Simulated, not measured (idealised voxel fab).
Title: Process Module voxel capacitor over wiring
300 nm wide, 5 nm square cells: that's cross-section cut.
Think of the cross-section as a grid of square cells. We describe it in bands, top to bottom, and each band covers one or more rows of those cells.
Top height, bottom height, nm. Materials left to right, width each, nm. Single material + "edge to edge" = fills band edge to edge. "empty" = empty.
Heights are measured from 0, the level below which the as-received wafer is all one material; the lowest band has no bottom and continues downward, written as in "0 nm and below".
Per-row width for "30->40": begins at first number (top row of band), ends at second number (bottom row), increment between rows held constant.
What does "left unchanged" mean for a step? It means no cell of the cross-section changed in that step.
Basically, "Unvented internal voids" tells you about the enclosed voids: empty spaces with no open way to the top, 8 cells or bigger, each written width x height at distance, where distance is from the left edge, all in nm.
On a step's line, text after the settings is the simulator commenting on that step.
The setting "overlay nm" may be written on the line of a step. When the step uses a mask, the value reports how far to the right of the planned place the mask lay, and a negative value reports that it lay to the left.
[The steps planned for the process are as follows]
| 1 | RECEIVE with material Si |
| 2 | CONFORMAL_DEP with material SiO2, thk nm 15 |
| 3 | DIRECTIONAL_DEP with material TiN, thk nm 5 |
| 4 | DIRECTIONAL_DEP with material Ru, thk nm 15 |
| 5 | DIRECTIONAL_DEP with material aC, thk nm 10 |
| 6 | PATTERN with tone cover, mask id METAL_1, material resist, width nm 25, pitch nm 80, thk nm 25, overlay nm 0 |
| 7 | DIRECTIONAL_ETCH with etch materials aC, depth nm 10 |
| 8 | STRIP with etch materials resist |
| 9 | DIRECTIONAL_ETCH with etch materials Ru, depth nm 15 |
| 10 | DIRECTIONAL_ETCH with etch materials TiN, depth nm 5 |
| 11 | STRIP with etch materials aC |
| 12 | FILL_DEP with material SiO2, thk nm 10 |
| 13 | CMP with height nm 35 |
| 14 | CONFORMAL_DEP with material SiCN, thk nm 5 |
| 15 | DIRECTIONAL_DEP with material SiO2, thk nm 20 |
| 16 | MASKED_ETCH with tone open, mask id PLUG_1, width nm 15, etch materials SiO2, depth nm 20, overlay nm 0 |
| 17 | MASKED_ETCH with tone open, mask id PLUG_1, width nm 15, etch materials SiCN, depth nm 5, overlay nm 0 |
| 18 | CONFORMAL_DEP with material TiN, thk nm 5 |
| 19 | FILL_DEP with material Ru, thk nm 5 |
| 20 | CMP with height nm 60 |
| 21 | DIRECTIONAL_DEP with material TiN, thk nm 10 |
| 22 | DIRECTIONAL_DEP with material Al2O3, thk nm 5 |
| 23 | DIRECTIONAL_DEP with material TiN, thk nm 5 |
| 24 | MASKED_ETCH with tone cover, mask id UPPER_PLATE, width nm 60, etch materials TiN, depth nm 5, overlay nm 0 |
| 25 | MASKED_ETCH with tone cover, mask id UPPER_PLATE, width nm 60, etch materials Al2O3, depth nm 5, overlay nm 0 |
| 26 | MASKED_ETCH with tone cover, mask id LOWER_PLATE, width nm 70, etch materials TiN, depth nm 10, overlay nm 0 |
| 27 | FILL_DEP with material SiO2, thk nm 15 |
| 28 | CMP with height nm 90 |
| 29 | DIRECTIONAL_DEP with material aC, thk nm 15 |
| 30 | PATTERN with tone open, mask id PLUG_2, material resist, width nm 15, thk nm 35, overlay nm 0 |
| 31 | DIRECTIONAL_ETCH with etch materials aC, depth nm 15 |
| 32 | STRIP with etch materials resist |
| 33 | DIRECTIONAL_ETCH with etch materials SiO2, depth nm 10 |
| 34 | STRIP with etch materials aC |
| 35 | CONFORMAL_DEP with material TiN, thk nm 5 |
| 36 | FILL_DEP with material Ru, thk nm 5 |
| 37 | CMP with height nm 90 |
| 38 | CONFORMAL_DEP with material SiN, thk nm 5 |
[Cross-section: wafer on arrival = after step 1]
	0 nm and below | Si edge to edge
	Unvented internal voids: none
[Post-module cross-section of the first of two wafers (run per plan)]
	95 nm to 90 nm | SiN edge to edge
	90 nm to 85 nm | SiO2 (115) | TiN (5) | Ru (5) | TiN (5) | SiO2 (170)
	85 nm to 75 nm | SiO2 (115->105) | TiN (15->60) | SiO2 (170->135)
	75 nm to 70 nm | SiO2 (105) | Al2O3 (60) | SiO2 (135)
	70 nm to 60 nm | SiO2 (100) | TiN (70) | SiO2 (130)
	60 nm to 40 nm | SiO2 (105) | TiN (5) | Ru (5) | TiN (5) | SiO2 (180)
	40 nm to 35 nm | SiCN (105) | TiN (15) | SiCN (180)
	35 nm to 20 nm | SiO2 (95) | Ru (25) | SiO2 (55) | Ru (25) | SiO2 (100)
	20 nm to 15 nm | SiO2 (95) | TiN (25) | SiO2 (55) | TiN (25) | SiO2 (100)
	15 nm to 0 nm | SiO2 edge to edge
	0 nm and below | Si edge to edge
	Unvented internal voids: none
[Cross-sectional view of the second of two wafers upon completion of the module. This wafer shared its starting condition and process plan with the first; one error was made during its execution]
	95 nm to 90 nm | SiN edge to edge
	90 nm to 85 nm | SiO2 (115) | TiN (5) | Ru (5) | TiN (5) | SiO2 (170)
	85 nm to 80 nm | SiO2 (115) | TiN (15) | SiO2 (170)
	80 nm to 75 nm | SiO2 (105) | Al2O3 (60) | SiO2 (135)
	75 nm to 65 nm | SiO2 (100) | TiN (70) | SiO2 (130)
	65 nm to 60 nm | TiN edge to edge
	60 nm to 40 nm | SiO2 (105) | TiN (5) | Ru (5) | TiN (5) | SiO2 (180)
	40 nm to 35 nm | SiCN (105) | TiN (15) | SiCN (180)
	35 nm to 20 nm | SiO2 (95) | Ru (25) | SiO2 (55) | Ru (25) | SiO2 (100)
	20 nm to 15 nm | SiO2 (95) | TiN (25) | SiO2 (55) | TiN (25) | SiO2 (100)
	15 nm to 0 nm | SiO2 edge to edge
	0 nm and below | Si edge to edge
	Unvented internal voids: none
Error vs. plan: order of steps 22 and 23 inverted relative to the plan
Per the end-of-run cell counts, the second wafer holds more or fewer of some materials than the first: SiO2: 48 fewer; TiN: 48 more
